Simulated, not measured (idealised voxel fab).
The process module presented herein is designated voxel self aligned vias.
It is cross-section cut that appears here, measuring 270 nm in width, its square cells being 5 nm in size.
Cross-section = grid of square cells, listed top down in bands; band = one or more rows.
Each band's line starts with the height of the band's top and of its bottom, in nm. Then come its materials from left to right, each with its width in nm. One material with "throughout" fills the band from edge to edge. "air" is empty space.
Heights from 0 (as-received wafer is one material below). Bottom band endless downward, as "0 nm and below".
You'd read "30->40" like this: the band's top row of cells is as wide as the first number, its bottom row is as wide as the second, and going down, every row changes width by the same amount as the row before did.
Step note "no modification" = no cross-section cell changed.
Under "Closed void register" you'll find the enclosed gaps, the ones with no way out to the top, that are 8 cells or bigger; each reads width x height at distance, with distance counted from the left edge, everything in nm.
If you see something after the settings on a step's line, that's the simulator's own remark about that step.
overlay nm: step with mask; distance mask lay right of planned place; negative value = left of planned place.
Process steps - plan
| 1 | RECEIVE, material Si |
| 2 | CONFORMAL_DEP, material SiO2, thk nm 15 |
| 3 | CONFORMAL_DEP, material SiCN, thk nm 5 |
| 4 | DIRECTIONAL_DEP, material lowk, thk nm 30 |
| 5 | MASKED_ETCH, tone open, mask id LINES, width nm 25, pitch nm 75, etch materials lowk, depth nm 30, overlay nm 0 |
| 6 | CONFORMAL_DEP, material TiN, thk nm 5 |
| 7 | FILL_DEP, material W, thk nm 10 |
| 8 | CMP, height nm 50 |
| 9 | SELECTIVE_ETCH, etch materials W Ru TiN, depth nm 5 |
| 10 | FILL_DEP, material SiN, thk nm 5 |
| 11 | CMP, height nm 50 |
| 12 | DIRECTIONAL_DEP, material lowk, thk nm 15 |
| 13 | MASKED_ETCH, tone open, mask id VIAS, width nm 45, pitch nm 75, etch materials lowk, depth nm 15, overlay nm 0 |
| 14 | MASKED_ETCH, tone open, mask id VIAS, width nm 45, pitch nm 75, etch materials SiN, depth nm 5, overlay nm 0 |
| 15 | CONFORMAL_DEP, material TiN, thk nm 5 |
| 16 | FILL_DEP, material Cu, thk nm 10 |
| 17 | CMP, height nm 65 |
| 18 | CONFORMAL_DEP, material SiN, thk nm 5 |
Concerning the first of two wafers, which was run in accordance with the plan
The cross-section here shows the wafer as received, i.e. in its state after step 1
0 nm and below  Si throughout
Closed void register: none
Step 2 done - wafer cross-section
15 nm to 0 nm  SiO2 throughout
Whatever lies below 0 is exactly as it was before.
Step 3 done - wafer cross-section
20 nm to 15 nm  SiCN throughout
Whatever lies below 15 is exactly as it was before.
Step 4 done - wafer cross-section
50 nm to 20 nm  lowk throughout
Whatever lies below 20 is exactly as it was before.
Step 5 done - wafer cross-section
50 nm to 20 nm  lowk 45 nm, air 25 nm, lowk 50 nm, air 25 nm, lowk 50 nm, air 25 nm, lowk 50 nm
Whatever lies below 20 is exactly as it was before.
Step 6 done - wafer cross-section
55 nm to 50 nm  TiN 50 nm, air 15 nm, TiN 60 nm, air 15 nm, TiN 60 nm, air 15 nm, TiN 55 nm
50 nm to 25 nm  lowk 45 nm, TiN 5 nm, air 15 nm, TiN 5 nm, lowk 50 nm, TiN 5 nm, air 15 nm, TiN 5 nm, lowk 50 nm, TiN 5 nm, air 15 nm, TiN 5 nm, lowk 50 nm
25 nm to 20 nm  lowk 45 nm, TiN 25 nm, lowk 50 nm, TiN 25 nm, lowk 50 nm, TiN 25 nm, lowk 50 nm
Whatever lies below 20 is exactly as it was before.
Step 7 done - wafer cross-section
65 nm to 55 nm  W throughout
55 nm to 50 nm  TiN 50 nm, W 15 nm, TiN 60 nm, W 15 nm, TiN 60 nm, W 15 nm, TiN 55 nm
50 nm to 25 nm  lowk 45 nm, TiN 5 nm, W 15 nm, TiN 5 nm, lowk 50 nm, TiN 5 nm, W 15 nm, TiN 5 nm, lowk 50 nm, TiN 5 nm, W 15 nm, TiN 5 nm, lowk 50 nm
Whatever lies below 25 is exactly as it was before.
Step 8 done - wafer cross-section
50 nm to 25 nm  lowk 45 nm, TiN 5 nm, W 15 nm, TiN 5 nm, lowk 50 nm, TiN 5 nm, W 15 nm, TiN 5 nm, lowk 50 nm, TiN 5 nm, W 15 nm, TiN 5 nm, lowk 50 nm
Whatever lies below 25 is exactly as it was before.
Step 9 done - wafer cross-section
50 nm to 45 nm  lowk 45 nm, air 25 nm, lowk 50 nm, air 25 nm, lowk 50 nm, air 25 nm, lowk 50 nm
Whatever lies below 45 is exactly as it was before.
Step 10 done - wafer cross-section
55 nm to 50 nm  SiN throughout
50 nm to 45 nm  lowk 45 nm, SiN 25 nm, lowk 50 nm, SiN 25 nm, lowk 50 nm, SiN 25 nm, lowk 50 nm
Whatever lies below 45 is exactly as it was before.
Step 11 done - wafer cross-section
50 nm to 45 nm  lowk 45 nm, SiN 25 nm, lowk 50 nm, SiN 25 nm, lowk 50 nm, SiN 25 nm, lowk 50 nm
Whatever lies below 45 is exactly as it was before.
Step 12 done - wafer cross-section
65 nm to 50 nm  lowk throughout
Whatever lies below 50 is exactly as it was before.
Step 13 done - wafer cross-section
65 nm to 50 nm  lowk 35 nm, air 45 nm, lowk 30 nm, air 45 nm, lowk 30 nm, air 45 nm, lowk 40 nm
Whatever lies below 50 is exactly as it was before.
Step 14 done - wafer cross-section
65 nm to 50 nm  lowk 35 nm, air 45 nm, lowk 30 nm, air 45 nm, lowk 30 nm, air 45 nm, lowk 40 nm
50 nm to 45 nm  lowk 45 nm, air 25 nm, lowk 50 nm, air 25 nm, lowk 50 nm, air 25 nm, lowk 50 nm
Whatever lies below 45 is exactly as it was before.
Step 15 done - wafer cross-section
70 nm to 65 nm  TiN 40 nm, air 35 nm, TiN 40 nm, air 35 nm, TiN 40 nm, air 35 nm, TiN 45 nm
65 nm to 55 nm  lowk 35 nm, TiN 5 nm, air 35 nm, TiN 5 nm, lowk 30 nm, TiN 5 nm, air 35 nm, TiN 5 nm, lowk 30 nm, TiN 5 nm, air 35 nm, TiN 5 nm, lowk 40 nm
55 nm to 50 nm  lowk 35 nm, TiN 15 nm, air 15 nm, TiN 15 nm, lowk 30 nm, TiN 15 nm, air 15 nm, TiN 15 nm, lowk 30 nm, TiN 15 nm, air 15 nm, TiN 15 nm, lowk 40 nm
50 nm to 45 nm  lowk 45 nm, TiN 25 nm, lowk 50 nm, TiN 25 nm, lowk 50 nm, TiN 25 nm, lowk 50 nm
Whatever lies below 45 is exactly as it was before.
Step 16 done - wafer cross-section
80 nm to 70 nm  Cu throughout
70 nm to 65 nm  TiN 40 nm, Cu 35 nm, TiN 40 nm, Cu 35 nm, TiN 40 nm, Cu 35 nm, TiN 45 nm
65 nm to 55 nm  lowk 35 nm, TiN 5 nm, Cu 35 nm, TiN 5 nm, lowk 30 nm, TiN 5 nm, Cu 35 nm, TiN 5 nm, lowk 30 nm, TiN 5 nm, Cu 35 nm, TiN 5 nm, lowk 40 nm
55 nm to 50 nm  lowk 35 nm, TiN 15 nm, Cu 15 nm, TiN 15 nm, lowk 30 nm, TiN 15 nm, Cu 15 nm, TiN 15 nm, lowk 30 nm, TiN 15 nm, Cu 15 nm, TiN 15 nm, lowk 40 nm
Whatever lies below 50 is exactly as it was before.
Step 17 done - wafer cross-section
65 nm to 55 nm  lowk 35 nm, TiN 5 nm, Cu 35 nm, TiN 5 nm, lowk 30 nm, TiN 5 nm, Cu 35 nm, TiN 5 nm, lowk 30 nm, TiN 5 nm, Cu 35 nm, TiN 5 nm, lowk 40 nm
Whatever lies below 55 is exactly as it was before.
Step 18 done - wafer cross-section
70 nm to 65 nm  SiN throughout
Whatever lies below 65 is exactly as it was before.
The Second Wafer: Common Origin and Plan, One Mistake in Execution, Identical to the First Through Step 1
Second wafer, cross-section, planned end of step 2
30 nm to 0 nm  SiO2 throughout
Whatever lies below 0 is exactly as it was before.
Second wafer, cross-section, planned end of step 3
35 nm to 30 nm  SiCN throughout
Whatever lies below 30 is exactly as it was before.
Second wafer, cross-section, planned end of step 4
65 nm to 35 nm  lowk throughout
Whatever lies below 35 is exactly as it was before.
Second wafer, cross-section, planned end of step 5
65 nm to 35 nm  lowk 45 nm, air 25 nm, lowk 50 nm, air 25 nm, lowk 50 nm, air 25 nm, lowk 50 nm
Whatever lies below 35 is exactly as it was before.
Second wafer, cross-section, planned end of step 6
70 nm to 65 nm  TiN 50 nm, air 15 nm, TiN 60 nm, air 15 nm, TiN 60 nm, air 15 nm, TiN 55 nm
65 nm to 40 nm  lowk 45 nm, TiN 5 nm, air 15 nm, TiN 5 nm, lowk 50 nm, TiN 5 nm, air 15 nm, TiN 5 nm, lowk 50 nm, TiN 5 nm, air 15 nm, TiN 5 nm, lowk 50 nm
40 nm to 35 nm  lowk 45 nm, TiN 25 nm, lowk 50 nm, TiN 25 nm, lowk 50 nm, TiN 25 nm, lowk 50 nm
Whatever lies below 35 is exactly as it was before.
Second wafer, cross-section, planned end of step 7
80 nm to 70 nm  W throughout
70 nm to 65 nm  TiN 50 nm, W 15 nm, TiN 60 nm, W 15 nm, TiN 60 nm, W 15 nm, TiN 55 nm
65 nm to 40 nm  lowk 45 nm, TiN 5 nm, W 15 nm, TiN 5 nm, lowk 50 nm, TiN 5 nm, W 15 nm, TiN 5 nm, lowk 50 nm, TiN 5 nm, W 15 nm, TiN 5 nm, lowk 50 nm
Whatever lies below 40 is exactly as it was before.
Second wafer, cross-section, planned end of step 8
50 nm to 40 nm  lowk 45 nm, TiN 5 nm, W 15 nm, TiN 5 nm, lowk 50 nm, TiN 5 nm, W 15 nm, TiN 5 nm, lowk 50 nm, TiN 5 nm, W 15 nm, TiN 5 nm, lowk 50 nm
Whatever lies below 40 is exactly as it was before.
Second wafer, cross-section, planned end of step 9
50 nm to 45 nm  lowk 45 nm, air 25 nm, lowk 50 nm, air 25 nm, lowk 50 nm, air 25 nm, lowk 50 nm
Whatever lies below 45 is exactly as it was before.
Second wafer, cross-section, planned end of step 10
55 nm to 50 nm  SiN throughout
50 nm to 45 nm  lowk 45 nm, SiN 25 nm, lowk 50 nm, SiN 25 nm, lowk 50 nm, SiN 25 nm, lowk 50 nm
Whatever lies below 45 is exactly as it was before.
Second wafer, cross-section, planned end of step 11
50 nm to 45 nm  lowk 45 nm, SiN 25 nm, lowk 50 nm, SiN 25 nm, lowk 50 nm, SiN 25 nm, lowk 50 nm
Whatever lies below 45 is exactly as it was before.
Second wafer, cross-section, planned end of step 12
65 nm to 50 nm  lowk throughout
Whatever lies below 50 is exactly as it was before.
Second wafer, cross-section, planned end of step 13
65 nm to 50 nm  lowk 35 nm, air 45 nm, lowk 30 nm, air 45 nm, lowk 30 nm, air 45 nm, lowk 40 nm
Whatever lies below 50 is exactly as it was before.
Second wafer, cross-section, planned end of step 14
65 nm to 50 nm  lowk 35 nm, air 45 nm, lowk 30 nm, air 45 nm, lowk 30 nm, air 45 nm, lowk 40 nm
50 nm to 45 nm  lowk 45 nm, air 25 nm, lowk 50 nm, air 25 nm, lowk 50 nm, air 25 nm, lowk 50 nm
Whatever lies below 45 is exactly as it was before.
Second wafer, cross-section, planned end of step 15
70 nm to 65 nm  TiN 40 nm, air 35 nm, TiN 40 nm, air 35 nm, TiN 40 nm, air 35 nm, TiN 45 nm
65 nm to 55 nm  lowk 35 nm, TiN 5 nm, air 35 nm, TiN 5 nm, lowk 30 nm, TiN 5 nm, air 35 nm, TiN 5 nm, lowk 30 nm, TiN 5 nm, air 35 nm, TiN 5 nm, lowk 40 nm
55 nm to 50 nm  lowk 35 nm, TiN 15 nm, air 15 nm, TiN 15 nm, lowk 30 nm, TiN 15 nm, air 15 nm, TiN 15 nm, lowk 30 nm, TiN 15 nm, air 15 nm, TiN 15 nm, lowk 40 nm
50 nm to 45 nm  lowk 45 nm, TiN 25 nm, lowk 50 nm, TiN 25 nm, lowk 50 nm, TiN 25 nm, lowk 50 nm
Whatever lies below 45 is exactly as it was before.
Second wafer, cross-section, planned end of step 16
80 nm to 70 nm  Cu throughout
70 nm to 65 nm  TiN 40 nm, Cu 35 nm, TiN 40 nm, Cu 35 nm, TiN 40 nm, Cu 35 nm, TiN 45 nm
65 nm to 55 nm  lowk 35 nm, TiN 5 nm, Cu 35 nm, TiN 5 nm, lowk 30 nm, TiN 5 nm, Cu 35 nm, TiN 5 nm, lowk 30 nm, TiN 5 nm, Cu 35 nm, TiN 5 nm, lowk 40 nm
55 nm to 50 nm  lowk 35 nm, TiN 15 nm, Cu 15 nm, TiN 15 nm, lowk 30 nm, TiN 15 nm, Cu 15 nm, TiN 15 nm, lowk 30 nm, TiN 15 nm, Cu 15 nm, TiN 15 nm, lowk 40 nm
Whatever lies below 50 is exactly as it was before.
Second wafer, cross-section, planned end of step 17
65 nm to 55 nm  lowk 35 nm, TiN 5 nm, Cu 35 nm, TiN 5 nm, lowk 30 nm, TiN 5 nm, Cu 35 nm, TiN 5 nm, lowk 30 nm, TiN 5 nm, Cu 35 nm, TiN 5 nm, lowk 40 nm
Whatever lies below 55 is exactly as it was before.
Second wafer, cross-section, planned end of step 18
70 nm to 65 nm  SiN throughout
Whatever lies below 65 is exactly as it was before.
Plan not followed: twice over, step 2 of the plan was run
Final difference in cells, second wafer against first, listed per material as more or fewer: +162 SiO2; -18 TiN; -27 W; -117 lowk
